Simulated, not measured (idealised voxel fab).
process module | voxel spacer lines
cross-section cut | 195 nm wide | cells 5 nm
A cross-section is a grid of square cells, given in bands from the top down. A band is one or more rows of cells.
Each band's line starts with the height of the band's top and of its bottom, in nm. Then come its materials from left to right, each with its width in nm. One material with "throughout" fills the band from edge to edge. "air" is empty space.
Height 0 is the level under which the wafer as received is all one material. The lowest band goes on downwards, as in "0 down".
A width such as "30 to 40" changes by the same amount from each row of cells to the next, from the band's top row to its bottom row.
"no change" after a step means that no cell of the cross-section changed.
closed voids: empty space of 8 cells or more with no open way to the top, each as width x height at its distance from the left edge, in nm
after a step's settings: what the simulator itself notes on the step
overlay nm, on a step with a mask: how far to the right of its planned place the mask lay; to the left if negative
plan
1 op RECEIVE | material Si
2 op CONFORMAL_DEP | material Al2O3 | thk nm 5
3 op DIRECTIONAL_DEP | material TiN | thk nm 15
4 op DIRECTIONAL_DEP | material polySi | thk nm 30
5 op PATTERN | tone cover | mask id MANDREL | material resist | width nm 20 | pitch nm 70 | thk nm 35 | overlay nm 0
6 op DIRECTIONAL_ETCH | etch materials polySi | depth nm 30
7 op STRIP | etch materials resist
8 op CONFORMAL_DEP | material SiO2 | thk nm 15
9 op DIRECTIONAL_ETCH | etch materials SiO2 | depth nm 15
10 op STRIP | etch materials polySi
11 op DIRECTIONAL_ETCH | etch materials TiN | depth nm 15
12 op STRIP | etch materials SiO2
as received, after step 1
  0 down: Si throughout
  closed voids: none
first wafer at the end, as planned
  20 to 5: TiN 15 | air 20 | TiN 15 | air 20 | TiN 15 | air 20 | TiN 15 | air 20 | TiN 15 | air 20 | TiN 15 | air 5
  5 to 0: Al2O3 throughout
  0 down: Si throughout
  closed voids: none
second wafer at the end: like start, like plan, one mistake
  20 to 5: air 5 | TiN 15 | air 20 | TiN 15 | air 20 | TiN 15 | air 20 | TiN 15 | air 20 | TiN 15 | air 20 | TiN 15
  5 to 0: Al2O3 throughout
  0 down: Si throughout
  closed voids: none
what went wrong: step 5 ran as: op PATTERN | tone cover | mask id MANDREL | material resist | width nm 20 | pitch nm 70 | thk nm 35 | overlay nm 5
at the end the second wafer has, in cells: as many of each material as the first, in other places
